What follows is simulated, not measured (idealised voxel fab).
process module | voxel ribs on slabs
cross-section cut | 200 nm wide | cells 5 nm
A cross-section is a grid of square cells, given in bands from the top down. A band is one or more rows of cells.
Each band's line starts with the height of the band's top and of its bottom, in nm. Then come its materials from left to right, each with its width in nm. One material with "throughout" fills the band from edge to edge. "air" is empty space.
Height 0 is the level under which the wafer as received is all one material. The lowest band goes on downwards, as in "0 down".
A width such as "30 to 40" changes by the same amount from each row of cells to the next, from the band's top row to its bottom row.
"no change" after a step means that no cell of the cross-section changed.
closed voids: empty space of 8 cells or more with no open way to the top, each as width x height at its distance from the left edge, in nm
after a step's settings: what the simulator itself notes on the step
overlay nm, on a step with a mask: how far to the right of its planned place the mask lay; to the left if negative
plan
1 op RECEIVE | material Si
2 op DIRECTIONAL_DEP | material SiO2 | thk nm 20
3 op DIRECTIONAL_DEP | material polySi | thk nm 15
4 op DIRECTIONAL_DEP | material aC | thk nm 10
5 op PATTERN | tone cover | mask id RIB | material resist | width nm 30 | thk nm 30 | overlay nm 0
6 op DIRECTIONAL_ETCH | etch materials aC | depth nm 10
7 op STRIP | etch materials resist
8 op DIRECTIONAL_ETCH | etch materials polySi | depth nm 10
9 op STRIP | etch materials aC
10 op MASKED_ETCH | tone cover | mask id SLAB | width nm 60 | etch materials polySi | depth nm 5 | overlay nm 0
11 op FILL_DEP | material SiO2 | thk nm 20
12 op CMP | height nm 45
13 op DIRECTIONAL_DEP | material TiN | thk nm 10
14 op DIRECTIONAL_DEP | material aC | thk nm 10
15 op PATTERN | tone cover | mask id HEATER | material resist | width nm 40 | thk nm 30 | overlay nm 0
16 op DIRECTIONAL_ETCH | etch materials aC | depth nm 10
17 op STRIP | etch materials resist
18 op DIRECTIONAL_ETCH | etch materials TiN | depth nm 10
19 op STRIP | etch materials aC
20 op CONFORMAL_DEP | material SiO2 | thk nm 5
first wafer, as planned
as received, after step 1
  0 down: Si throughout
  closed voids: none
after step 2
  20 to 0: SiO2 throughout
  below 0: unchanged
after step 3
  35 to 20: polySi throughout
  below 20: unchanged
after step 4
  45 to 35: aC throughout
  below 35: unchanged
after step 5
  75 to 45: air 85 | resist 30 | air 85
  below 45: unchanged
after step 6
  65 to 45: air 85 | resist 30 | air 85
  45 to 35: air 85 | aC 30 | air 85
  below 35: unchanged
after step 7
  45 to 35: air 85 | aC 30 | air 85
  below 35: unchanged
after step 8
  45 to 35: air 85 | aC 30 | air 85
  35 to 25: air 85 | polySi 30 | air 85
  below 25: unchanged
after step 9
  35 to 25: air 85 | polySi 30 | air 85
  below 25: unchanged
after step 10
  35 to 25: air 85 | polySi 30 | air 85
  25 to 20: air 70 | polySi 60 | air 70
  below 20: unchanged
after step 11
  55 to 35: SiO2 throughout
  35 to 25: SiO2 85 | polySi 30 | SiO2 85
  25 to 20: SiO2 70 | polySi 60 | SiO2 70
  below 20: unchanged
after step 12
  45 to 35: SiO2 throughout
  below 35: unchanged
after step 13
  55 to 45: TiN throughout
  below 45: unchanged
after step 14
  65 to 55: aC throughout
  below 55: unchanged
after step 15
  95 to 65: air 80 | resist 40 | air 80
  below 65: unchanged
after step 16
  85 to 65: air 80 | resist 40 | air 80
  65 to 55: air 80 | aC 40 | air 80
  below 55: unchanged
after step 17
  65 to 55: air 80 | aC 40 | air 80
  below 55: unchanged
after step 18
  65 to 55: air 80 | aC 40 | air 80
  55 to 45: air 80 | TiN 40 | air 80
  below 45: unchanged
after step 19
  55 to 45: air 80 | TiN 40 | air 80
  below 45: unchanged
after step 20
  60 to 55: air 75 | SiO2 50 | air 75
  55 to 50: air 75 | SiO2 5 | TiN 40 | SiO2 5 | air 75
  50 to 45: SiO2 80 | TiN 40 | SiO2 80
  below 45: unchanged
second wafer: like start, like plan, one mistake. Through step 1 it matches the first wafer
when step 2 should have ended
  15 to 0: polySi throughout
  below 0: unchanged
when step 3 should have ended
  35 to 15: SiO2 throughout
  below 15: unchanged
when step 4 should have ended
  45 to 35: aC throughout
  below 35: unchanged
when step 5 should have ended
  75 to 45: air 85 | resist 30 | air 85
  below 45: unchanged
when step 6 should have ended
  65 to 45: air 85 | resist 30 | air 85
  45 to 35: air 85 | aC 30 | air 85
  below 35: unchanged
when step 7 should have ended
  45 to 35: air 85 | aC 30 | air 85
  below 35: unchanged
when step 8 should have ended: no change
when step 9 should have ended
  35 to 15: SiO2 throughout
  below 15: unchanged
when step 10 should have ended: no change
when step 11 should have ended
  55 to 15: SiO2 throughout
  below 15: unchanged
when step 12 should have ended
  45 to 15: SiO2 throughout
  below 15: unchanged
when step 13 should have ended
  55 to 45: TiN throughout
  below 45: unchanged
when step 14 should have ended
  65 to 55: aC throughout
  below 55: unchanged
when step 15 should have ended
  95 to 65: air 80 | resist 40 | air 80
  below 65: unchanged
when step 16 should have ended
  85 to 65: air 80 | resist 40 | air 80
  65 to 55: air 80 | aC 40 | air 80
  below 55: unchanged
when step 17 should have ended
  65 to 55: air 80 | aC 40 | air 80
  below 55: unchanged
when step 18 should have ended
  65 to 55: air 80 | aC 40 | air 80
  55 to 45: air 80 | TiN 40 | air 80
  below 45: unchanged
when step 19 should have ended
  55 to 45: air 80 | TiN 40 | air 80
  below 45: unchanged
when step 20 should have ended
  60 to 55: air 75 | SiO2 50 | air 75
  55 to 50: air 75 | SiO2 5 | TiN 40 | SiO2 5 | air 75
  50 to 45: SiO2 80 | TiN 40 | SiO2 80
  below 45: unchanged
what went wrong: steps 2 and 3 were swapped
at the end the second wafer has, in cells: 96 fewer of SiO2 | 96 more of polySi
